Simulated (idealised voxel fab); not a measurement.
Process module heading - voxel transistor to metal
Square cells of 5 nm make up the cross-section cut, whose width is 165 nm.
In this document a cross-section is written as a grid of square cells. It is given as a series of bands, listed from the top down, and a band is one or more rows of cells. Read a band's entry like this: the first values are the height of its top and the height of its bottom in nm, and what follows is the sequence of materials from left to right, each with its width in nm. Note that "empty" is empty space, and that a single material marked "full width" reaches across the band from edge to edge. Zero point of the height axis is 0; under it, received wafer = one material. Lowest band: continues down indefinitely, "0 and below". The notation "30..40" denotes a width that varies across the rows of cells in the band, beginning at the first number in the top row, finishing at the second number in the bottom row, and changing by an identical amount from each row to the next. The designation "everything unchanged", where it is given for a processing step, indicates that no cell of the cross-section was altered in the course of that step. Closed-off voids of 8+ cells (no open route to the top) go in "Trapped cavities", written width x height at distance from the left edge, in nm. Past the settings on a step's line: simulator remark, on that step. overlay nm: on a step with a mask, how far right of its planned place the mask lay; negative means left.

Set out below are the planned steps of the process
| 1 | RECEIVE: material Si |
| 2 | CONFORMAL_DEP: material SiO2, thk nm 5 |
| 3 | CONFORMAL_DEP: material SiN, thk nm 10 |
| 4 | PATTERN: tone cover, mask id ACTIVE, material resist, width nm 105, thk nm 20, overlay nm 0 |
| 5 | DIRECTIONAL_ETCH: etch materials SiN, depth nm 10 |
| 6 | DIRECTIONAL_ETCH: etch materials SiO2, depth nm 5 |
| 7 | DIRECTIONAL_ETCH: etch materials Si, depth nm 25 |
| 8 | STRIP: etch materials resist |
| 9 | FILL_DEP: material SiO2, thk nm 10 |
| 10 | CMP: height nm 15 |
| 11 | SELECTIVE_ETCH: etch materials SiO2, depth nm 10 |
| 12 | STRIP: etch materials SiN |
| 13 | SELECTIVE_ETCH: etch materials SiO2, depth nm 5 |
| 14 | OXIDIZE: depth nm 5 |
| 15 | DIRECTIONAL_DEP: material polySi, thk nm 30 |
| 16 | DIRECTIONAL_DEP: material SiCN, thk nm 15 |
| 17 | PATTERN: tone cover, mask id GATE, material resist, width nm 25, thk nm 20, overlay nm 0 |
| 18 | DIRECTIONAL_ETCH: etch materials SiCN, depth nm 25 |
| 19 | DIRECTIONAL_ETCH: etch materials polySi, depth nm 40 |
| 20 | STRIP: etch materials resist |
| 21 | CONFORMAL_DEP: material SiN, thk nm 10 |
| 22 | DIRECTIONAL_ETCH: etch materials SiN, depth nm 10 |
| 23 | DIRECTIONAL_ETCH: etch materials SiO2, depth nm 5 |
| 24 | DIRECTIONAL_ETCH: etch materials Si, depth nm 15 |
| 25 | EPI: material SiGe, thk nm 15 |
| 26 | FILL_DEP: material SiO2, thk nm 10 |
| 27 | CMP: height nm 45 |
| 28 | DIRECTIONAL_DEP: material SiO2, thk nm 15 |
| 29 | PATTERN: tone open, mask id CONTACT, material resist, width nm 25, pitch nm 60, thk nm 20, overlay nm -15 |
| 30 | DIRECTIONAL_ETCH: etch materials SiO2, depth nm 65 |
| 31 | STRIP: etch materials resist |
| 32 | CONFORMAL_DEP: material TiN, thk nm 5 |
| 33 | FILL_DEP: material W, thk nm 5 |
| 34 | CMP: height nm 60 |
| 35 | CONFORMAL_DEP: material SiCN, thk nm 5 |
| 36 | DIRECTIONAL_DEP: material SiO2, thk nm 20 |
| 37 | MASKED_ETCH: tone open, mask id METAL_1, width nm 15, pitch nm 70, etch materials SiO2, depth nm 20, overlay nm 0 |
| 38 | MASKED_ETCH: tone open, mask id METAL_1, width nm 15, pitch nm 70, etch materials SiCN, depth nm 5, overlay nm 0 |
| 39 | CONFORMAL_DEP: material TiN, thk nm 5 |
| 40 | FILL_DEP: material Cu, thk nm 5 |
| 41 | CMP: height nm 85 |
| 42 | CONFORMAL_DEP: material SiN, thk nm 5 |
Quick note for whoever runs this: the wafers start identical, but the overlay nm at step 29 isn't the same across them. The plan just shows what the first wafer had.

The as-received cross-section of the first of several wafers corresponds to the state after step 1
    0 and below | Si full width
    Trapped cavities: none

Note: the following table is arranged by wafer, a row apiece. Each row reports the end-of-module state: per material, cells gained (+) or cells lost (-) compared with the wafer as received; closed voids follow
overlay nm -15; +8 Cu; -117 Si; +42 SiCN; +54 SiGe; +69 SiN; +402 SiO2; +67 TiN; +39 W; +30 polySi; Trapped cavities: none
overlay nm -10; +8 Cu; -117 Si; +42 SiCN; +54 SiGe; +69 SiN; +398 SiO2; +74 TiN; +36 W; +30 polySi; Trapped cavities: none
overlay nm -5; +8 Cu; -117 Si; +42 SiCN; +54 SiGe; +69 SiN; +394 SiO2; +74 TiN; +40 W; +30 polySi; Trapped cavities: none
overlay nm 0; +8 Cu; -117 Si; +42 SiCN; +54 SiGe; +69 SiN; +394 SiO2; +74 TiN; +40 W; +30 polySi; Trapped cavities: none
overlay nm 5; +8 Cu; -117 Si; +42 SiCN; +54 SiGe; +69 SiN; +394 SiO2; +74 TiN; +40 W; +30 polySi; Trapped cavities: none
overlay nm 10; +8 Cu; -117 Si; +42 SiCN; +54 SiGe; +69 SiN; +398 SiO2; +74 TiN; +36 W; +30 polySi; Trapped cavities: none
overlay nm 15; +8 Cu; -117 Si; +42 SiCN; +54 SiGe; +69 SiN; +402 SiO2; +67 TiN; +39 W; +30 polySi; Trapped cavities: none
